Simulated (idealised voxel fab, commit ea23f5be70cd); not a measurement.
Presented below is a process module, voxel capacitor over wiring.
Pictured: cross-section cut, 275 nm wide, on a grid of 5 nm square cells.
A cross-section is written here as square cells arranged in a grid, and it is given in bands from the top down, each band taking up one or more rows of cells. Quick guide to a band line: top height, bottom height (nm) up front; then every material left to right with its width in nm. Only one material and it's marked "all across"? Then it fills the band edge to edge. And "empty" just means empty space. Where do heights start? At 0: under that level the wafer as delivered is made of one material only. And the lowest band has no floor; it just carries on downward, as in "z 0 and below". Graded width ("30 to 40"): value in top row of band = first number; value in bottom row = second number; row-to-row change constant. "no alteration", as given for a step, is the statement that not any cell of the cross-section underwent a change during that step. Empty spaces counting at least 8 cells and having no open way to the top are listed in "Closed internal voids". The notation width x height at distance is used for each, the distance being from the left edge and all three values in nm. On each step's line, the part that comes after the settings is the simulator's own comment on the step. The setting "overlay nm" may be written on the line of a step. When the step uses a mask, the value reports how far to the right of the planned place the mask lay, and a negative value reports that it lay to the left.
Intended process steps
1) RECEIVE [material Si]
2) CONFORMAL_DEP [material SiO2] [thk nm 10]
3) CONFORMAL_DEP [material SiCN] [thk nm 5]
4) DIRECTIONAL_DEP [material lowk] [thk nm 20]
5) DIRECTIONAL_DEP [material aC] [thk nm 15]
6) PATTERN [tone open] [mask id METAL_1] [material resist] [width nm 20] [pitch nm 75] [thk nm 30] [overlay nm 0]
7) DIRECTIONAL_ETCH [etch materials aC] [depth nm 15]
8) STRIP [etch materials resist]
9) DIRECTIONAL_ETCH [etch materials lowk] [depth nm 20]
10) DIRECTIONAL_ETCH [etch materials SiCN] [depth nm 5]
11) STRIP [etch materials aC]
12) CONFORMAL_DEP [material TiN] [thk nm 5]
13) FILL_DEP [material Cu] [thk nm 10]
14) CMP [height nm 35]
15) CONFORMAL_DEP [material SiCN] [thk nm 5]
16) DIRECTIONAL_DEP [material SiO2] [thk nm 10]
17) DIRECTIONAL_DEP [material aC] [thk nm 10]
18) PATTERN [tone open] [mask id PLUG_1] [material resist] [width nm 15] [thk nm 25] [overlay nm 0]
19) DIRECTIONAL_ETCH [etch materials aC] [depth nm 10]
20) STRIP [etch materials resist]
21) DIRECTIONAL_ETCH [etch materials SiO2] [depth nm 10]
22) DIRECTIONAL_ETCH [etch materials SiCN] [depth nm 5]
23) STRIP [etch materials aC]
24) EPI [material Ru] [thk nm 10]
25) EPI [material Ru] [thk nm 5]
26) DIRECTIONAL_DEP [material TiN] [thk nm 10]
27) DIRECTIONAL_DEP [material SiN] [thk nm 5]
28) DIRECTIONAL_DEP [material TiN] [thk nm 5]
29) PATTERN [tone cover] [mask id UPPER_PLATE] [material resist] [width nm 60] [thk nm 20] [overlay nm 0]
30) DIRECTIONAL_ETCH [etch materials TiN] [depth nm 5]
31) DIRECTIONAL_ETCH [etch materials SiN] [depth nm 5]
32) STRIP [etch materials resist]
33) MASKED_ETCH [tone cover] [mask id LOWER_PLATE] [width nm 70] [etch materials TiN] [depth nm 10] [overlay nm 0]
34) FILL_DEP [material SiO2] [thk nm 15]
35) CMP [height nm 80]
36) MASKED_ETCH [tone open] [mask id PLUG_2] [width nm 15] [etch materials SiO2] [depth nm 10] [overlay nm 0]
37) CONFORMAL_DEP [material TiN] [thk nm 5]
38) FILL_DEP [material W] [thk nm 10]
39) CMP [height nm 80]
40) CONFORMAL_DEP [material SiCN] [thk nm 5]
First of two wafers, processed according to plan
Cross-sectional view of the wafer in its as-received condition, corresponding to the state after step 1
* z 0 and below: Si all across
* Closed internal voids: none
How the wafer stands in section after step 2
* z 10 to 0: SiO2 all across
* Rest of section, below 0: as before.
How the wafer stands in section after step 3
* z 15 to 10: SiCN all across
* Rest of section, below 10: as before.
How the wafer stands in section after step 4
* z 35 to 15: lowk all across
* Rest of section, below 15: as before.
How the wafer stands in section after step 5
* z 50 to 35: aC all across
* Rest of section, below 35: as before.
How the wafer stands in section after step 6
* z 80 to 50: 90 nm resist, then 20 nm empty, then 55 nm resist, then 20 nm empty, then 90 nm resist
* Rest of section, below 50: as before.
How the wafer stands in section after step 7
* z 65 to 50: 90 nm resist, then 20 nm empty, then 55 nm resist, then 20 nm empty, then 90 nm resist
* z 50 to 35: 90 nm aC, then 20 nm empty, then 55 nm aC, then 20 nm empty, then 90 nm aC
* Rest of section, below 35: as before.
How the wafer stands in section after step 8
* z 50 to 35: 90 nm aC, then 20 nm empty, then 55 nm aC, then 20 nm empty, then 90 nm aC
* Rest of section, below 35: as before.
How the wafer stands in section after step 9
* z 50 to 35: 90 nm aC, then 20 nm empty, then 55 nm aC, then 20 nm empty, then 90 nm aC
* z 35 to 15: 90 nm lowk, then 20 nm empty, then 55 nm lowk, then 20 nm empty, then 90 nm lowk
* Rest of section, below 15: as before.
How the wafer stands in section after step 10
* z 50 to 35: 90 nm aC, then 20 nm empty, then 55 nm aC, then 20 nm empty, then 90 nm aC
* z 35 to 15: 90 nm lowk, then 20 nm empty, then 55 nm lowk, then 20 nm empty, then 90 nm lowk
* z 15 to 10: 90 nm SiCN, then 20 nm empty, then 55 nm SiCN, then 20 nm empty, then 90 nm SiCN
* Rest of section, below 10: as before.
How the wafer stands in section after step 11
* z 35 to 15: 90 nm lowk, then 20 nm empty, then 55 nm lowk, then 20 nm empty, then 90 nm lowk
* Rest of section, below 15: as before.
How the wafer stands in section after step 12
* z 40 to 35: 95 nm TiN, then 10 nm empty, then 65 nm TiN, then 10 nm empty, then 95 nm TiN
* z 35 to 15: 90 nm lowk, then 5 nm TiN, then 10 nm empty, then 5 nm TiN, then 55 nm lowk, then 5 nm TiN, then 10 nm empty, then 5 nm TiN, then 90 nm lowk
* z 15 to 10: 90 nm SiCN, then 20 nm TiN, then 55 nm SiCN, then 20 nm TiN, then 90 nm SiCN
* Rest of section, below 10: as before.
How the wafer stands in section after step 13
* z 50 to 40: Cu all across
* z 40 to 35: 95 nm TiN, then 10 nm Cu, then 65 nm TiN, then 10 nm Cu, then 95 nm TiN
* z 35 to 15: 90 nm lowk, then 5 nm TiN, then 10 nm Cu, then 5 nm TiN, then 55 nm lowk, then 5 nm TiN, then 10 nm Cu, then 5 nm TiN, then 90 nm lowk
* Rest of section, below 15: as before.
How the wafer stands in section after step 14
* z 35 to 15: 90 nm lowk, then 5 nm TiN, then 10 nm Cu, then 5 nm TiN, then 55 nm lowk, then 5 nm TiN, then 10 nm Cu, then 5 nm TiN, then 90 nm lowk
* Rest of section, below 15: as before.
How the wafer stands in section after step 15
* z 40 to 35: SiCN all across
* Rest of section, below 35: as before.
How the wafer stands in section after step 16
* z 50 to 40: SiO2 all across
* Rest of section, below 40: as before.
How the wafer stands in section after step 17
* z 60 to 50: aC all across
* Rest of section, below 50: as before.
How the wafer stands in section after step 18
* z 85 to 60: 95 nm resist, then 15 nm empty, then 165 nm resist
* Rest of section, below 60: as before.
How the wafer stands in section after step 19
* z 75 to 60: 95 nm resist, then 15 nm empty, then 165 nm resist
* z 60 to 50: 95 nm aC, then 15 nm empty, then 165 nm aC
* Rest of section, below 50: as before.
How the wafer stands in section after step 20
* z 60 to 50: 95 nm aC, then 15 nm empty, then 165 nm aC
* Rest of section, below 50: as before.
How the wafer stands in section after step 21
* z 60 to 50: 95 nm aC, then 15 nm empty, then 165 nm aC
* z 50 to 40: 95 nm SiO2, then 15 nm empty, then 165 nm SiO2
* Rest of section, below 40: as before.
How the wafer stands in section after step 22
* z 60 to 50: 95 nm aC, then 15 nm empty, then 165 nm aC
* z 50 to 40: 95 nm SiO2, then 15 nm empty, then 165 nm SiO2
* z 40 to 35: 95 nm SiCN, then 15 nm empty, then 165 nm SiCN
* Rest of section, below 35: as before.
How the wafer stands in section after step 23
* z 50 to 40: 95 nm SiO2, then 15 nm empty, then 165 nm SiO2
* Rest of section, below 40: as before.
How the wafer stands in section after step 24
* z 50 to 45: 95 nm SiO2, then 15 nm empty, then 165 nm SiO2
* z 45 to 40: 95 nm SiO2, then 15 nm Ru, then 165 nm SiO2
* z 40 to 35: 95 nm SiCN, then 15 nm Ru, then 165 nm SiCN
* Rest of section, below 35: as before.
How the wafer stands in section after step 25
* z 50 to 40: 95 nm SiO2, then 15 nm Ru, then 165 nm SiO2
* Rest of section, below 40: as before.
How the wafer stands in section after step 26
* z 60 to 50: TiN all across
* Rest of section, below 50: as before.
How the wafer stands in section after step 27
* z 65 to 60: SiN all across
* Rest of section, below 60: as before.
How the wafer stands in section after step 28
* z 70 to 65: TiN all across
* Rest of section, below 65: as before.
How the wafer stands in section after step 29
* z 90 to 70: 95 nm empty, then 60 nm resist, then 120 nm empty
* Rest of section, below 70: as before.
How the wafer stands in section after step 30
* z 90 to 70: 95 nm empty, then 60 nm resist, then 120 nm empty
* z 70 to 65: 95 nm empty, then 60 nm TiN, then 120 nm empty
* Rest of section, below 65: as before.
How the wafer stands in section after step 31
* z 90 to 70: 95 nm empty, then 60 nm resist, then 120 nm empty
* z 70 to 65: 95 nm empty, then 60 nm TiN, then 120 nm empty
* z 65 to 60: 95 nm empty, then 60 nm SiN, then 120 nm empty
* Rest of section, below 60: as before.
How the wafer stands in section after step 32
* z 70 to 65: 95 nm empty, then 60 nm TiN, then 120 nm empty
* Rest of section, below 65: as before.
How the wafer stands in section after step 33
* z 70 to 65: 95 nm empty, then 60 nm TiN, then 120 nm empty
* z 65 to 60: 95 nm empty, then 60 nm SiN, then 120 nm empty
* z 60 to 50: 90 nm empty, then 70 nm TiN, then 115 nm empty
* Rest of section, below 50: as before.
How the wafer stands in section after step 34
* z 85 to 70: SiO2 all across
* z 70 to 65: 95 nm SiO2, then 60 nm TiN, then 120 nm SiO2
* z 65 to 60: 95 nm SiO2, then 60 nm SiN, then 120 nm SiO2
* z 60 to 50: 90 nm SiO2, then 70 nm TiN, then 115 nm SiO2
* Rest of section, below 50: as before.
How the wafer stands in section after step 35
* z 80 to 70: SiO2 all across
* Rest of section, below 70: as before.
How the wafer stands in section after step 36
* z 80 to 70: 105 nm SiO2, then 15 nm empty, then 155 nm SiO2
* Rest of section, below 70: as before.
How the wafer stands in section after step 37
* z 85 to 80: 110 nm TiN, then 5 nm empty, then 160 nm TiN
* z 80 to 75: 105 nm SiO2, then 5 nm TiN, then 5 nm empty, then 5 nm TiN, then 155 nm SiO2
* z 75 to 65: 105 to 95 nm SiO2, then 15 to 60 nm TiN, then 155 to 120 nm SiO2
* Rest of section, below 65: as before.
How the wafer stands in section after step 38
* z 95 to 85: W all across
* z 85 to 80: 110 nm TiN, then 5 nm W, then 160 nm TiN
* z 80 to 75: 105 nm SiO2, then 5 nm TiN, then 5 nm W, then 5 nm TiN, then 155 nm SiO2
* Rest of section, below 75: as before.
How the wafer stands in section after step 39
* z 80 to 75: 105 nm SiO2, then 5 nm TiN, then 5 nm W, then 5 nm TiN, then 155 nm SiO2
* Rest of section, below 75: as before.
How the wafer stands in section after step 40
* z 85 to 80: SiCN all across
* Rest of section, below 80: as before.
Regarding the second of the two wafers: it shared the first wafer's starting condition and process plan, yet one error occurred during its execution. Its history coincides with that of the first wafer up to and including step 23
Second wafer at the planned finish of step 24, seen in cross-section
* z 55 to 50: 90 nm empty, then 25 nm Ru, then 160 nm empty
* z 50 to 40: 95 nm SiO2, then 15 nm Ru, then 165 nm SiO2
* z 40 to 35: 95 nm SiCN, then 15 nm Ru, then 165 nm SiCN
* Rest of section, below 35: as before.
Second wafer at the planned finish of step 25, seen in cross-section
* z 60 to 50: 85 nm empty, then 35 nm Ru, then 155 nm empty
* Rest of section, below 50: as before.
Second wafer at the planned finish of step 26, seen in cross-section
* z 70 to 60: 85 nm empty, then 35 nm TiN, then 155 nm empty
* z 60 to 50: 85 nm TiN, then 35 nm Ru, then 155 nm TiN
* Rest of section, below 50: as before.
Second wafer at the planned finish of step 27, seen in cross-section
* z 75 to 70: 85 nm empty, then 35 nm SiN, then 155 nm empty
* z 70 to 65: 85 nm empty, then 35 nm TiN, then 155 nm empty
* z 65 to 60: 85 nm SiN, then 35 nm TiN, then 155 nm SiN
* Rest of section, below 60: as before.
Second wafer at the planned finish of step 28, seen in cross-section
* z 80 to 75: 85 nm empty, then 35 nm TiN, then 155 nm empty
* z 75 to 70: 85 nm empty, then 35 nm SiN, then 155 nm empty
* z 70 to 65: TiN all across
* Rest of section, below 65: as before.
Second wafer at the planned finish of step 29, seen in cross-section
* z 100 to 80: 95 nm empty, then 60 nm resist, then 120 nm empty
* z 80 to 75: 85 nm empty, then 35 nm TiN, then 35 nm resist, then 120 nm empty
* z 75 to 70: 85 nm empty, then 35 nm SiN, then 35 nm resist, then 120 nm empty
* Rest of section, below 70: as before.
Second wafer at the planned finish of step 30, seen in cross-section
* z 100 to 80: 95 nm empty, then 60 nm resist, then 120 nm empty
* z 80 to 75: 95 nm empty, then 25 nm TiN, then 35 nm resist, then 120 nm empty
* z 75 to 70: 85 nm empty, then 35 nm SiN, then 35 nm resist, then 120 nm empty
* z 70 to 65: 85 nm empty, then 70 nm TiN, then 120 nm empty
* Rest of section, below 65: as before.
Second wafer at the planned finish of step 31, seen in cross-section
* z 100 to 80: 95 nm empty, then 60 nm resist, then 120 nm empty
* z 80 to 75: 95 nm empty, then 25 nm TiN, then 35 nm resist, then 120 nm empty
* z 75 to 70: 95 nm empty, then 25 nm SiN, then 35 nm resist, then 120 nm empty
* z 70 to 65: 85 nm empty, then 70 nm TiN, then 120 nm empty
* z 65 to 60: 85 nm empty, then 35 nm TiN, then 35 nm SiN, then 120 nm empty
* Rest of section, below 60: as before.
Second wafer at the planned finish of step 32, seen in cross-section
* z 80 to 75: 95 nm empty, then 25 nm TiN, then 155 nm empty
* z 75 to 70: 95 nm empty, then 25 nm SiN, then 155 nm empty
* Rest of section, below 70: as before.
Second wafer at the planned finish of step 33, seen in cross-section
* z 80 to 75: 95 nm empty, then 25 nm TiN, then 155 nm empty
* z 75 to 70: 95 nm empty, then 25 nm SiN, then 155 nm empty
* z 70 to 65: 90 nm empty, then 65 nm TiN, then 120 nm empty
* z 65 to 60: 90 nm empty, then 30 nm TiN, then 35 nm SiN, then 120 nm empty
* z 60 to 50: 85 nm empty, then 35 nm Ru, then 40 nm TiN, then 115 nm empty
* Rest of section, below 50: as before.
Second wafer at the planned finish of step 34, seen in cross-section
* z 95 to 80: SiO2 all across
* z 80 to 75: 95 nm SiO2, then 25 nm TiN, then 155 nm SiO2
* z 75 to 70: 95 nm SiO2, then 25 nm SiN, then 155 nm SiO2
* z 70 to 65: 90 nm SiO2, then 65 nm TiN, then 120 nm SiO2
* z 65 to 60: 90 nm SiO2, then 30 nm TiN, then 35 nm SiN, then 120 nm SiO2
* z 60 to 50: 85 nm SiO2, then 35 nm Ru, then 40 nm TiN, then 115 nm SiO2
* Rest of section, below 50: as before.
Second wafer at the planned finish of step 35, seen in cross-section
* z 80 to 75: 95 nm SiO2, then 25 nm TiN, then 155 nm SiO2
* Rest of section, below 75: as before.
Second wafer at the planned finish of step 36, seen in cross-section: no alteration
Second wafer at the planned finish of step 37, seen in cross-section
* z 85 to 80: TiN all across
* Rest of section, below 80: as before.
Second wafer at the planned finish of step 38, seen in cross-section
* z 95 to 85: W all across
* Rest of section, below 85: as before.
Second wafer at the planned finish of step 39, seen in cross-section
* z 80 to 75: 95 nm SiO2, then 25 nm TiN, then 155 nm SiO2
* Rest of section, below 75: as before.
Second wafer at the planned finish of step 40, seen in cross-section
* z 85 to 80: SiCN all across
* Rest of section, below 80: as before.
What went wrong in running the wafer? plan step 24 was twice executed
It is noted that, at the conclusion of processing, the second wafer exhibits a higher or lower cell count for certain materials relative to the first: 14 more of Ru, 8 fewer of SiO2, 5 fewer of TiN, 1 fewer of W
